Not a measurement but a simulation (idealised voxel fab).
Process module under the name voxel wiring stack
It is cross-section cut that appears here, measuring 200 nm in width, its square cells being 5 nm in size.
For the purposes of this document, a cross-section shall be understood as a grid of square cells, specified as bands listed in top-to-bottom order, each band consisting of one or more rows of cells. Band: top and bottom heights (nm) first, top before bottom; then materials from left to right, widths in nm. "throughout" marks a sole material filling the band edge to edge. "empty" denotes empty space. Note: height 0 marks the level under which the wafer is uniformly one material as received. Lowest band unbounded below, written "0 and below". Quick explanation for "30 to 40": the width changes in equal steps down the rows of cells, from the first number in the band's top row to the second number in its bottom row. Where the words "nothing was modified" appear for a step, the cross-section shows no cell changed by that step; every cell remained as before. The entry "Enclosed void listing" lists the empty spaces that cover at least 8 cells and have no open path to the top. Each is written as width x height at distance, where the distance is measured from the left edge and all three values are in nm. Post-settings text on a step line: simulator's own remark regarding the step. overlay nm: where the mask lay relative to plan, measured to the right, on steps with a mask; negatives go left.

THE PLANNED PROCESS STEPS ARE ENUMERATED HEREUNDER
1,RECEIVE, material Si
2,CONFORMAL_DEP, material SiO2, thk nm 10
3,DIRECTIONAL_DEP, material TiN, thk nm 5
4,DIRECTIONAL_DEP, material W, thk nm 25
5,DIRECTIONAL_DEP, material aC, thk nm 15
6,PATTERN, tone cover, mask id METAL_1, material resist, width nm 20, pitch nm 40, thk nm 35, overlay nm 0
7,DIRECTIONAL_ETCH, etch materials aC, depth nm 15
8,STRIP, etch materials resist
9,DIRECTIONAL_ETCH, etch materials W, depth nm 25
10,DIRECTIONAL_ETCH, etch materials TiN, depth nm 5
11,STRIP, etch materials aC
12,FILL_DEP, material lowk, thk nm 5
13,CMP, height nm 40
14,CONFORMAL_DEP, material SiCN, thk nm 5
15,DIRECTIONAL_DEP, material lowk, thk nm 10
16,DIRECTIONAL_DEP, material aC, thk nm 15
17,PATTERN, tone open, mask id PLUG_1, material resist, width nm 15, pitch nm 40, thk nm 35, overlay nm 0
18,DIRECTIONAL_ETCH, etch materials aC, depth nm 15
19,STRIP, etch materials resist
20,DIRECTIONAL_ETCH, etch materials lowk, depth nm 10
21,DIRECTIONAL_ETCH, etch materials SiCN, depth nm 5
22,STRIP, etch materials aC
23,EPI, material Ru, thk nm 10
24,EPI, material Ru, thk nm 5
25,CONFORMAL_DEP, material SiN, thk nm 5
26,DIRECTIONAL_DEP, material SiO2, thk nm 15
27,MASKED_ETCH, tone open, mask id METAL_2, width nm 20, pitch nm 40, etch materials SiO2, depth nm 15, overlay nm 0
28,MASKED_ETCH, tone open, mask id METAL_2, width nm 20, pitch nm 40, etch materials SiN, depth nm 5, overlay nm 0
29,CONFORMAL_DEP, material TiN, thk nm 5
30,FILL_DEP, material W, thk nm 5
31,CMP, height nm 75
32,EPI, material Ru, thk nm 5
33,FILL_DEP, material SiCN, thk nm 5
34,DIRECTIONAL_DEP, material SiO2, thk nm 15
35,DIRECTIONAL_DEP, material aC, thk nm 10
36,PATTERN, tone open, mask id PLUG_2, material resist, width nm 15, pitch nm 40, thk nm 25, overlay nm 0
37,DIRECTIONAL_ETCH, etch materials aC, depth nm 10
38,STRIP, etch materials resist
39,DIRECTIONAL_ETCH, etch materials SiO2, depth nm 15
40,DIRECTIONAL_ETCH, etch materials SiCN, depth nm 5
41,STRIP, etch materials aC
42,EPI, material Ru, thk nm 10
43,EPI, material Ru, thk nm 10
44,DIRECTIONAL_DEP, material TiN, thk nm 5
45,DIRECTIONAL_DEP, material W, thk nm 15
46,MASKED_ETCH, tone cover, mask id METAL_3, width nm 20, pitch nm 40, etch materials W, depth nm 15, overlay nm 0
47,MASKED_ETCH, tone cover, mask id METAL_3, width nm 20, pitch nm 40, etch materials TiN, depth nm 5, overlay nm 0
48,FILL_DEP, material SiO2, thk nm 10
49,CMP, height nm 120
50,CONFORMAL_DEP, material SiN, thk nm 5

FIRST OF TWO WAFERS - AS PLANNED

HERE'S WHAT THE WAFER LOOKED LIKE IN CROSS-SECTION WHEN IT ARRIVED - THAT'S AFTER STEP 1
* 0 and below: Si throughout
* Enclosed void listing: none

UPON COMPLETION OF STEP 2, THE WAFER APPEARS IN CROSS-SECTION AS SHOWN
* 10 down to 0: SiO2 throughout
* Below 0 it's all the same as before, nothing changed down there.

UPON COMPLETION OF STEP 3, THE WAFER APPEARS IN CROSS-SECTION AS SHOWN
* 15 down to 10: TiN throughout
* Below 10 it's all the same as before, nothing changed down there.

UPON COMPLETION OF STEP 4, THE WAFER APPEARS IN CROSS-SECTION AS SHOWN
* 40 down to 15: W throughout
* Below 15 it's all the same as before, nothing changed down there.

UPON COMPLETION OF STEP 5, THE WAFER APPEARS IN CROSS-SECTION AS SHOWN
* 55 down to 40: aC throughout
* Below 40 it's all the same as before, nothing changed down there.

UPON COMPLETION OF STEP 6, THE WAFER APPEARS IN CROSS-SECTION AS SHOWN
* 90 down to 55: empty 50  resist 20  empty 20  resist 20  empty 20  resist 20  empty 50
* Below 55 it's all the same as before, nothing changed down there.

UPON COMPLETION OF STEP 7, THE WAFER APPEARS IN CROSS-SECTION AS SHOWN
* 75 down to 55: empty 50  resist 20  empty 20  resist 20  empty 20  resist 20  empty 50
* 55 down to 40: empty 50  aC 20  empty 20  aC 20  empty 20  aC 20  empty 50
* Below 40 it's all the same as before, nothing changed down there.

UPON COMPLETION OF STEP 8, THE WAFER APPEARS IN CROSS-SECTION AS SHOWN
* 55 down to 40: empty 50  aC 20  empty 20  aC 20  empty 20  aC 20  empty 50
* Below 40 it's all the same as before, nothing changed down there.

UPON COMPLETION OF STEP 9, THE WAFER APPEARS IN CROSS-SECTION AS SHOWN
* 55 down to 40: empty 50  aC 20  empty 20  aC 20  empty 20  aC 20  empty 50
* 40 down to 15: empty 50  W 20  empty 20  W 20  empty 20  W 20  empty 50
* Below 15 it's all the same as before, nothing changed down there.

UPON COMPLETION OF STEP 10, THE WAFER APPEARS IN CROSS-SECTION AS SHOWN
* 55 down to 40: empty 50  aC 20  empty 20  aC 20  empty 20  aC 20  empty 50
* 40 down to 15: empty 50  W 20  empty 20  W 20  empty 20  W 20  empty 50
* 15 down to 10: empty 50  TiN 20  empty 20  TiN 20  empty 20  TiN 20  empty 50
* Below 10 it's all the same as before, nothing changed down there.

UPON COMPLETION OF STEP 11, THE WAFER APPEARS IN CROSS-SECTION AS SHOWN
* 40 down to 15: empty 50  W 20  empty 20  W 20  empty 20  W 20  empty 50
* Below 15 it's all the same as before, nothing changed down there.

UPON COMPLETION OF STEP 12, THE WAFER APPEARS IN CROSS-SECTION AS SHOWN
* 45 down to 40: lowk throughout
* 40 down to 15: lowk 50  W 20  lowk 20  W 20  lowk 20  W 20  lowk 50
* 15 down to 10: lowk 50  TiN 20  lowk 20  TiN 20  lowk 20  TiN 20  lowk 50
* Below 10 it's all the same as before, nothing changed down there.

UPON COMPLETION OF STEP 13, THE WAFER APPEARS IN CROSS-SECTION AS SHOWN
* 40 down to 15: lowk 50  W 20  lowk 20  W 20  lowk 20  W 20  lowk 50
* Below 15 it's all the same as before, nothing changed down there.

UPON COMPLETION OF STEP 14, THE WAFER APPEARS IN CROSS-SECTION AS SHOWN
* 45 down to 40: SiCN throughout
* Below 40 it's all the same as before, nothing changed down there.

UPON COMPLETION OF STEP 15, THE WAFER APPEARS IN CROSS-SECTION AS SHOWN
* 55 down to 45: lowk throughout
* Below 45 it's all the same as before, nothing changed down there.

UPON COMPLETION OF STEP 16, THE WAFER APPEARS IN CROSS-SECTION AS SHOWN
* 70 down to 55: aC throughout
* Below 55 it's all the same as before, nothing changed down there.

UPON COMPLETION OF STEP 17, THE WAFER APPEARS IN CROSS-SECTION AS SHOWN
* 105 down to 70: resist 50  empty 15  resist 25  empty 15  resist 25  empty 15  resist 55
* Below 70 it's all the same as before, nothing changed down there.

UPON COMPLETION OF STEP 18, THE WAFER APPEARS IN CROSS-SECTION AS SHOWN
* 90 down to 70: resist 50  empty 15  resist 25  empty 15  resist 25  empty 15  resist 55
* 70 down to 55: aC 50  empty 15  aC 25  empty 15  aC 25  empty 15  aC 55
* Below 55 it's all the same as before, nothing changed down there.

UPON COMPLETION OF STEP 19, THE WAFER APPEARS IN CROSS-SECTION AS SHOWN
* 70 down to 55: aC 50  empty 15  aC 25  empty 15  aC 25  empty 15  aC 55
* Below 55 it's all the same as before, nothing changed down there.

UPON COMPLETION OF STEP 20, THE WAFER APPEARS IN CROSS-SECTION AS SHOWN
* 70 down to 55: aC 50  empty 15  aC 25  empty 15  aC 25  empty 15  aC 55
* 55 down to 45: lowk 50  empty 15  lowk 25  empty 15  lowk 25  empty 15  lowk 55
* Below 45 it's all the same as before, nothing changed down there.

UPON COMPLETION OF STEP 21, THE WAFER APPEARS IN CROSS-SECTION AS SHOWN
* 70 down to 55: aC 50  empty 15  aC 25  empty 15  aC 25  empty 15  aC 55
* 55 down to 45: lowk 50  empty 15  lowk 25  empty 15  lowk 25  empty 15  lowk 55
* 45 down to 40: SiCN 50  empty 15  SiCN 25  empty 15  SiCN 25  empty 15  SiCN 55
* Below 40 it's all the same as before, nothing changed down there.

UPON COMPLETION OF STEP 22, THE WAFER APPEARS IN CROSS-SECTION AS SHOWN
* 55 down to 45: lowk 50  empty 15  lowk 25  empty 15  lowk 25  empty 15  lowk 55
* Below 45 it's all the same as before, nothing changed down there.

UPON COMPLETION OF STEP 23, THE WAFER APPEARS IN CROSS-SECTION AS SHOWN
* 55 down to 50: lowk 50  empty 15  lowk 25  empty 15  lowk 25  empty 15  lowk 55
* 50 down to 45: lowk 50  Ru 15  lowk 25  Ru 15  lowk 25  Ru 15  lowk 55
* 45 down to 40: SiCN 50  Ru 15  SiCN 25  Ru 15  SiCN 25  Ru 15  SiCN 55
* Below 40 it's all the same as before, nothing changed down there.

UPON COMPLETION OF STEP 24, THE WAFER APPEARS IN CROSS-SECTION AS SHOWN
* 55 down to 45: lowk 50  Ru 15  lowk 25  Ru 15  lowk 25  Ru 15  lowk 55
* Below 45 it's all the same as before, nothing changed down there.

UPON COMPLETION OF STEP 25, THE WAFER APPEARS IN CROSS-SECTION AS SHOWN
* 60 down to 55: SiN throughout
* Below 55 it's all the same as before, nothing changed down there.

UPON COMPLETION OF STEP 26, THE WAFER APPEARS IN CROSS-SECTION AS SHOWN
* 75 down to 60: SiO2 throughout
* Below 60 it's all the same as before, nothing changed down there.

UPON COMPLETION OF STEP 27, THE WAFER APPEARS IN CROSS-SECTION AS SHOWN
* 75 down to 60: SiO2 50  empty 20  SiO2 20  empty 20  SiO2 20  empty 20  SiO2 50
* Below 60 it's all the same as before, nothing changed down there.

UPON COMPLETION OF STEP 28, THE WAFER APPEARS IN CROSS-SECTION AS SHOWN
* 75 down to 60: SiO2 50  empty 20  SiO2 20  empty 20  SiO2 20  empty 20  SiO2 50
* 60 down to 55: SiN 50  empty 20  SiN 20  empty 20  SiN 20  empty 20  SiN 50
* Below 55 it's all the same as before, nothing changed down there.

UPON COMPLETION OF STEP 29, THE WAFER APPEARS IN CROSS-SECTION AS SHOWN
* 80 down to 75: TiN 55  empty 10  TiN 30  empty 10  TiN 30  empty 10  TiN 55
* 75 down to 60: SiO2 50  TiN 5  empty 10  TiN 5  SiO2 20  TiN 5  empty 10  TiN 5  SiO2 20  TiN 5  empty 10  TiN 5  SiO2 50
* 60 down to 55: SiN 50  TiN 20  SiN 20  TiN 20  SiN 20  TiN 20  SiN 50
* Below 55 it's all the same as before, nothing changed down there.

UPON COMPLETION OF STEP 30, THE WAFER APPEARS IN CROSS-SECTION AS SHOWN
* 85 down to 80: W throughout
* 80 down to 75: TiN 55  W 10  TiN 30  W 10  TiN 30  W 10  TiN 55
* 75 down to 60: SiO2 50  TiN 5  W 10  TiN 5  SiO2 20  TiN 5  W 10  TiN 5  SiO2 20  TiN 5  W 10  TiN 5  SiO2 50
* Below 60 it's all the same as before, nothing changed down there.

UPON COMPLETION OF STEP 31, THE WAFER APPEARS IN CROSS-SECTION AS SHOWN
* 75 down to 60: SiO2 50  TiN 5  W 10  TiN 5  SiO2 20  TiN 5  W 10  TiN 5  SiO2 20  TiN 5  W 10  TiN 5  SiO2 50
* Below 60 it's all the same as before, nothing changed down there.

UPON COMPLETION OF STEP 32, THE WAFER APPEARS IN CROSS-SECTION AS SHOWN
* 80 down to 75: empty 45  Ru 30  empty 10  Ru 30  empty 10  Ru 30  empty 45
* Below 75 it's all the same as before, nothing changed down there.

UPON COMPLETION OF STEP 33, THE WAFER APPEARS IN CROSS-SECTION AS SHOWN
* 85 down to 80: SiCN throughout
* 80 down to 75: SiCN 45  Ru 30  SiCN 10  Ru 30  SiCN 10  Ru 30  SiCN 45
* Below 75 it's all the same as before, nothing changed down there.

UPON COMPLETION OF STEP 34, THE WAFER APPEARS IN CROSS-SECTION AS SHOWN
* 100 down to 85: SiO2 throughout
* Below 85 it's all the same as before, nothing changed down there.

UPON COMPLETION OF STEP 35, THE WAFER APPEARS IN CROSS-SECTION AS SHOWN
* 110 down to 100: aC throughout
* Below 100 it's all the same as before, nothing changed down there.

UPON COMPLETION OF STEP 36, THE WAFER APPEARS IN CROSS-SECTION AS SHOWN
* 135 down to 110: resist 50  empty 15  resist 25  empty 15  resist 25  empty 15  resist 55
* Below 110 it's all the same as before, nothing changed down there.

UPON COMPLETION OF STEP 37, THE WAFER APPEARS IN CROSS-SECTION AS SHOWN
* 125 down to 110: resist 50  empty 15  resist 25  empty 15  resist 25  empty 15  resist 55
* 110 down to 100: aC 50  empty 15  aC 25  empty 15  aC 25  empty 15  aC 55
* Below 100 it's all the same as before, nothing changed down there.

UPON COMPLETION OF STEP 38, THE WAFER APPEARS IN CROSS-SECTION AS SHOWN
* 110 down to 100: aC 50  empty 15  aC 25  empty 15  aC 25  empty 15  aC 55
* Below 100 it's all the same as before, nothing changed down there.

UPON COMPLETION OF STEP 39, THE WAFER APPEARS IN CROSS-SECTION AS SHOWN
* 110 down to 100: aC 50  empty 15  aC 25  empty 15  aC 25  empty 15  aC 55
* 100 down to 85: SiO2 50  empty 15  SiO2 25  empty 15  SiO2 25  empty 15  SiO2 55
* Below 85 it's all the same as before, nothing changed down there.

UPON COMPLETION OF STEP 40, THE WAFER APPEARS IN CROSS-SECTION AS SHOWN
* 110 down to 100: aC 50  empty 15  aC 25  empty 15  aC 25  empty 15  aC 55
* 100 down to 85: SiO2 50  empty 15  SiO2 25  empty 15  SiO2 25  empty 15  SiO2 55
* 85 down to 80: SiCN 50  empty 15  SiCN 25  empty 15  SiCN 25  empty 15  SiCN 55
* Below 80 it's all the same as before, nothing changed down there.

UPON COMPLETION OF STEP 41, THE WAFER APPEARS IN CROSS-SECTION AS SHOWN
* 100 down to 85: SiO2 50  empty 15  SiO2 25  empty 15  SiO2 25  empty 15  SiO2 55
* Below 85 it's all the same as before, nothing changed down there.

UPON COMPLETION OF STEP 42, THE WAFER APPEARS IN CROSS-SECTION AS SHOWN
* 100 down to 90: SiO2 50  empty 15  SiO2 25  empty 15  SiO2 25  empty 15  SiO2 55
* 90 down to 85: SiO2 50  Ru 15  SiO2 25  Ru 15  SiO2 25  Ru 15  SiO2 55
* 85 down to 75: SiCN 50 to 45  Ru 15 to 30  SiCN 25 to 10  Ru 15 to 30  SiCN 25 to 10  Ru 15 to 30  SiCN 55 to 45
* Below 75 it's all the same as before, nothing changed down there.

UPON COMPLETION OF STEP 43, THE WAFER APPEARS IN CROSS-SECTION AS SHOWN
* 100 down to 85: SiO2 50  Ru 15  SiO2 25  Ru 15  SiO2 25  Ru 15  SiO2 55
* Below 85 it's all the same as before, nothing changed down there.

UPON COMPLETION OF STEP 44, THE WAFER APPEARS IN CROSS-SECTION AS SHOWN
* 105 down to 100: TiN throughout
* Below 100 it's all the same as before, nothing changed down there.

UPON COMPLETION OF STEP 45, THE WAFER APPEARS IN CROSS-SECTION AS SHOWN
* 120 down to 105: W throughout
* Below 105 it's all the same as before, nothing changed down there.

UPON COMPLETION OF STEP 46, THE WAFER APPEARS IN CROSS-SECTION AS SHOWN
* 120 down to 105: empty 50  W 20  empty 20  W 20  empty 20  W 20  empty 50
* Below 105 it's all the same as before, nothing changed down there.

UPON COMPLETION OF STEP 47, THE WAFER APPEARS IN CROSS-SECTION AS SHOWN
* 120 down to 105: empty 50  W 20  empty 20  W 20  empty 20  W 20  empty 50
* 105 down to 100: empty 50  TiN 20  empty 20  TiN 20  empty 20  TiN 20  empty 50
* Below 100 it's all the same as before, nothing changed down there.

UPON COMPLETION OF STEP 48, THE WAFER APPEARS IN CROSS-SECTION AS SHOWN
* 130 down to 120: SiO2 throughout
* 120 down to 105: SiO2 50  W 20  SiO2 20  W 20  SiO2 20  W 20  SiO2 50
* 105 down to 100: SiO2 50  TiN 20  SiO2 20  TiN 20  SiO2 20  TiN 20  SiO2 50
* Below 100 it's all the same as before, nothing changed down there.

UPON COMPLETION OF STEP 49, THE WAFER APPEARS IN CROSS-SECTION AS SHOWN
* 120 down to 105: SiO2 50  W 20  SiO2 20  W 20  SiO2 20  W 20  SiO2 50
* Below 105 it's all the same as before, nothing changed down there.

UPON COMPLETION OF STEP 50, THE WAFER APPEARS IN CROSS-SECTION AS SHOWN
* 125 down to 120: SiN throughout
* Below 120 it's all the same as before, nothing changed down there.

NOW THE OTHER WAFER: SAME START, SAME RECIPE, BUT WE MESSED UP ONE THING WHEN RUNNING IT. UP TO AND INCLUDING STEP 32 IT'S THE SAME AS THE FIRST ONE

Cross-section, second wafer, at the end time the plan gives for step 33: nothing was modified

CROSS-SECTION, SECOND WAFER, AT THE END TIME THE PLAN GIVES FOR STEP 34
* 95 down to 90: empty 45  SiO2 30  empty 10  SiO2 30  empty 10  SiO2 30  empty 45
* 90 down to 80: SiO2 throughout
* 80 down to 75: SiO2 45  Ru 30  SiO2 10  Ru 30  SiO2 10  Ru 30  SiO2 45
* Below 75 it's all the same as before, nothing changed down there.

CROSS-SECTION, SECOND WAFER, AT THE END TIME THE PLAN GIVES FOR STEP 35
* 105 down to 100: empty 45  aC 30  empty 10  aC 30  empty 10  aC 30  empty 45
* 100 down to 95: aC throughout
* 95 down to 90: aC 45  SiO2 30  aC 10  SiO2 30  aC 10  SiO2 30  aC 45
* Below 90 it's all the same as before, nothing changed down there.

CROSS-SECTION, SECOND WAFER, AT THE END TIME THE PLAN GIVES FOR STEP 36
* 130 down to 105: resist 50  empty 15  resist 25  empty 15  resist 25  empty 15  resist 55
* 105 down to 100: resist 45  aC 30  resist 10  aC 30  resist 10  aC 30  resist 45
* Below 100 it's all the same as before, nothing changed down there.

CROSS-SECTION, SECOND WAFER, AT THE END TIME THE PLAN GIVES FOR STEP 37
* 120 down to 105: resist 50  empty 15  resist 25  empty 15  resist 25  empty 15  resist 55
* 105 down to 100: resist 45  aC 5  empty 15  aC 10  resist 10  aC 5  empty 15  aC 10  resist 10  aC 5  empty 15  aC 10  resist 45
* 100 down to 95: aC 50  empty 15  aC 25  empty 15  aC 25  empty 15  aC 55
* Below 95 it's all the same as before, nothing changed down there.

CROSS-SECTION, SECOND WAFER, AT THE END TIME THE PLAN GIVES FOR STEP 38
* 105 down to 100: empty 45  aC 5  empty 15  aC 10  empty 10  aC 5  empty 15  aC 10  empty 10  aC 5  empty 15  aC 10  empty 45
* Below 100 it's all the same as before, nothing changed down there.

CROSS-SECTION, SECOND WAFER, AT THE END TIME THE PLAN GIVES FOR STEP 39
* 105 down to 100: empty 45  aC 5  empty 15  aC 10  empty 10  aC 5  empty 15  aC 10  empty 10  aC 5  empty 15  aC 10  empty 45
* 100 down to 95: aC 50  empty 15  aC 25  empty 15  aC 25  empty 15  aC 55
* 95 down to 90: aC 45  SiO2 5  empty 15  SiO2 10  aC 10  SiO2 5  empty 15  SiO2 10  aC 10  SiO2 5  empty 15  SiO2 10  aC 45
* 90 down to 80: SiO2 50  empty 15  SiO2 25  empty 15  SiO2 25  empty 15  SiO2 55
* Below 80 it's all the same as before, nothing changed down there.

Cross-section, second wafer, at the end time the plan gives for step 40: nothing was modified

CROSS-SECTION, SECOND WAFER, AT THE END TIME THE PLAN GIVES FOR STEP 41
* 95 down to 90: empty 45  SiO2 5  empty 15  SiO2 10  empty 10  SiO2 5  empty 15  SiO2 10  empty 10  SiO2 5  empty 15  SiO2 10  empty 45
* Below 90 it's all the same as before, nothing changed down there.

CROSS-SECTION, SECOND WAFER, AT THE END TIME THE PLAN GIVES FOR STEP 42
* 95 down to 90: empty 45  SiO2 5  empty 15  SiO2 10  empty 10  SiO2 5  empty 15  SiO2 10  empty 10  SiO2 5  empty 15  SiO2 10  empty 45
* 90 down to 80: SiO2 50  Ru 15  SiO2 25  Ru 15  SiO2 25  Ru 15  SiO2 55
* Below 80 it's all the same as before, nothing changed down there.

CROSS-SECTION, SECOND WAFER, AT THE END TIME THE PLAN GIVES FOR STEP 43
* 100 down to 95: empty 45  Ru 25  empty 15  Ru 25  empty 15  Ru 25  empty 50
* 95 down to 90: empty 45  SiO2 5  Ru 15  SiO2 10  empty 10  SiO2 5  Ru 15  SiO2 10  empty 10  SiO2 5  Ru 15  SiO2 10  empty 45
* Below 90 it's all the same as before, nothing changed down there.

CROSS-SECTION, SECOND WAFER, AT THE END TIME THE PLAN GIVES FOR STEP 44
* 105 down to 100: empty 45  TiN 25  empty 15  TiN 25  empty 15  TiN 25  empty 50
* 100 down to 95: empty 45  Ru 25  TiN 5  empty 10  Ru 25  TiN 5  empty 10  Ru 25  TiN 5  empty 45
* 95 down to 90: TiN 45  SiO2 5  Ru 15  SiO2 10  TiN 10  SiO2 5  Ru 15  SiO2 10  TiN 10  SiO2 5  Ru 15  SiO2 10  TiN 45
* Below 90 it's all the same as before, nothing changed down there.

CROSS-SECTION, SECOND WAFER, AT THE END TIME THE PLAN GIVES FOR STEP 45
* 120 down to 110: empty 45  W 25 to 30  empty 15 to 10  W 25 to 30  empty 15 to 10  W 25 to 30  empty 50 to 45
* 110 down to 105: W throughout
* 105 down to 100: W 45  TiN 25  W 15  TiN 25  W 15  TiN 25  W 50
* 100 down to 95: W 45  Ru 25  TiN 5  W 10  Ru 25  TiN 5  W 10  Ru 25  TiN 5  W 45
* Below 95 it's all the same as before, nothing changed down there.

CROSS-SECTION, SECOND WAFER, AT THE END TIME THE PLAN GIVES FOR STEP 46
* 120 down to 105: empty 50  W 20  empty 20  W 20  empty 20  W 20  empty 50
* 105 down to 100: empty 45  TiN 25  empty 15  TiN 25  empty 15  TiN 25  empty 50
* 100 down to 95: empty 45  Ru 25  TiN 5  empty 10  Ru 25  TiN 5  empty 10  Ru 25  TiN 5  empty 45
* Below 95 it's all the same as before, nothing changed down there.

CROSS-SECTION, SECOND WAFER, AT THE END TIME THE PLAN GIVES FOR STEP 47
* 120 down to 105: empty 50  W 20  empty 20  W 20  empty 20  W 20  empty 50
* 105 down to 100: empty 50  TiN 20  empty 20  TiN 20  empty 20  TiN 20  empty 50
* 100 down to 95: empty 45  Ru 25  empty 15  Ru 25  empty 15  Ru 25  empty 50
* 95 down to 90: empty 45  SiO2 5  Ru 15  SiO2 10  empty 10  SiO2 5  Ru 15  SiO2 10  empty 10  SiO2 5  Ru 15  SiO2 10  empty 45
* Below 90 it's all the same as before, nothing changed down there.

CROSS-SECTION, SECOND WAFER, AT THE END TIME THE PLAN GIVES FOR STEP 48
* 130 down to 120: SiO2 throughout
* 120 down to 105: SiO2 50  W 20  SiO2 20  W 20  SiO2 20  W 20  SiO2 50
* 105 down to 100: SiO2 50  TiN 20  SiO2 20  TiN 20  SiO2 20  TiN 20  SiO2 50
* 100 down to 95: SiO2 45  Ru 25  SiO2 15  Ru 25  SiO2 15  Ru 25  SiO2 50
* 95 down to 80: SiO2 50  Ru 15  SiO2 25  Ru 15  SiO2 25  Ru 15  SiO2 55
* Below 80 it's all the same as before, nothing changed down there.

CROSS-SECTION, SECOND WAFER, AT THE END TIME THE PLAN GIVES FOR STEP 49
* 120 down to 105: SiO2 50  W 20  SiO2 20  W 20  SiO2 20  W 20  SiO2 50
* Below 105 it's all the same as before, nothing changed down there.

CROSS-SECTION, SECOND WAFER, AT THE END TIME THE PLAN GIVES FOR STEP 50
* 125 down to 120: SiN throughout
* Below 120 it's all the same as before, nothing changed down there.
Short version of what went wrong: step 33 from the plan never happened, it was just skipped
The second wafer ends with more or fewer cells of some materials than the first, per final count: +6 Ru, -53 SiCN, +47 SiO2
